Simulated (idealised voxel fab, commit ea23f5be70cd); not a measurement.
Name of the process module below: voxel air gaps
This is section cut - it's 245 nm across, gridded in 5 nm square cells.
Cross-section, as written here: a square-cell grid given band by band from the top down, where a band holds one or more rows of cells. Band entry format. Leading values: height of top, height of bottom, nm. Remainder: materials in left-to-right order, each with its width in nm. Special words: "throughout" on a single material, which then fills the band edge to edge; "empty", empty space. Heads up on the height convention: 0 is the point under which the incoming wafer is all one material, and the lowest band has no bottom, it just keeps going down, like "0 nm and below". Think of "30->40" as a width that walks from the first number to the second as you go down the band, top row to bottom row, taking equal-sized steps from row to row. Where the words "nothing altered" appear for a step, the cross-section shows no cell changed by that step; every cell remained as before. Empty spaces counting at least 8 cells and having no open way to the top are listed in "Closed internal cavities". The notation width x height at distance is used for each, the distance being from the left edge and all three values in nm. Anything after a step's settings on that line? It's the simulator's own note about the step. The setting "overlay nm" may be written on the line of a step. When the step uses a mask, the value reports how far to the right of the planned place the mask lay, and a negative value reports that it lay to the left.
-- The process steps that were planned are listed below
1: RECEIVE: material Si
2: CONFORMAL_DEP: material SiO2, thk nm 10
3: CONFORMAL_DEP: material SiN, thk nm 5
4: DIRECTIONAL_DEP: material lowk, thk nm 40
5: DIRECTIONAL_DEP: material aC, thk nm 10
6: PATTERN: tone open, mask id LINES, material resist, width nm 25, pitch nm 50, thk nm 30, overlay nm 0
7: DIRECTIONAL_ETCH: etch materials aC, depth nm 10
8: STRIP: etch materials resist
9: DIRECTIONAL_ETCH: etch materials lowk, depth nm 40
10: STRIP: etch materials aC
11: CONFORMAL_DEP: material TiN, thk nm 5
12: FILL_DEP: material Ru, thk nm 5
13: CMP: height nm 55
14: EPI: material Ru, thk nm 10
15: SELECTIVE_ETCH: etch materials lowk, depth nm 50
16: CONFORMAL_DEP: material SiN, thk nm 5
-- Cross-section, incoming material, after step 1
  0 nm and below: Si throughout
  Closed internal cavities: none
-- The following cross-section depicts the wafer upon conclusion of the module. Processing commenced from the starting condition illustrated above and adhered to the plan illustrated above, save for one mistake in execution
  70 nm to 65 nm: 40 empty, then 155 SiN, then 50 empty
  65 nm to 55 nm: 40 empty, then 5 SiN, then 45 Ru, then 5 SiN, then 45 Ru, then 5 SiN, then 45 Ru, then 5 SiN, then 50 empty
  55 nm to 50 nm: 40 empty, then 15 SiN, then 5 TiN, then 15 Ru, then 5 TiN, then 25 SiN, then 5 TiN, then 15 Ru, then 5 TiN, then 25 SiN, then 5 TiN, then 15 Ru, then 5 TiN, then 15 SiN, then 50 empty
  50 nm to 20 nm: 50 empty, then 5 SiN, then 5 TiN, then 15 Ru, then 5 TiN, then 5 SiN, then 15 empty, then 5 SiN, then 5 TiN, then 15 Ru, then 5 TiN, then 5 SiN, then 15 empty, then 5 SiN, then 5 TiN, then 15 Ru, then 5 TiN, then 5 SiN, then 60 empty
  20 nm to 15 nm: 55 SiN, then 25 TiN, then 25 SiN, then 25 TiN, then 25 SiN, then 25 TiN, then 65 SiN
  15 nm to 10 nm: SiN throughout
  10 nm to 0 nm: SiO2 throughout
  0 nm and below: Si throughout
  Closed internal cavities: 15 x 30 at 85; 15 x 30 at 135
Finding, execution versus plan: step 6, actual vs plan mismatch, actual run PATTERN: tone open, mask id LINES, material resist, width nm 25, pitch nm 50, thk nm 30, overlay nm -5
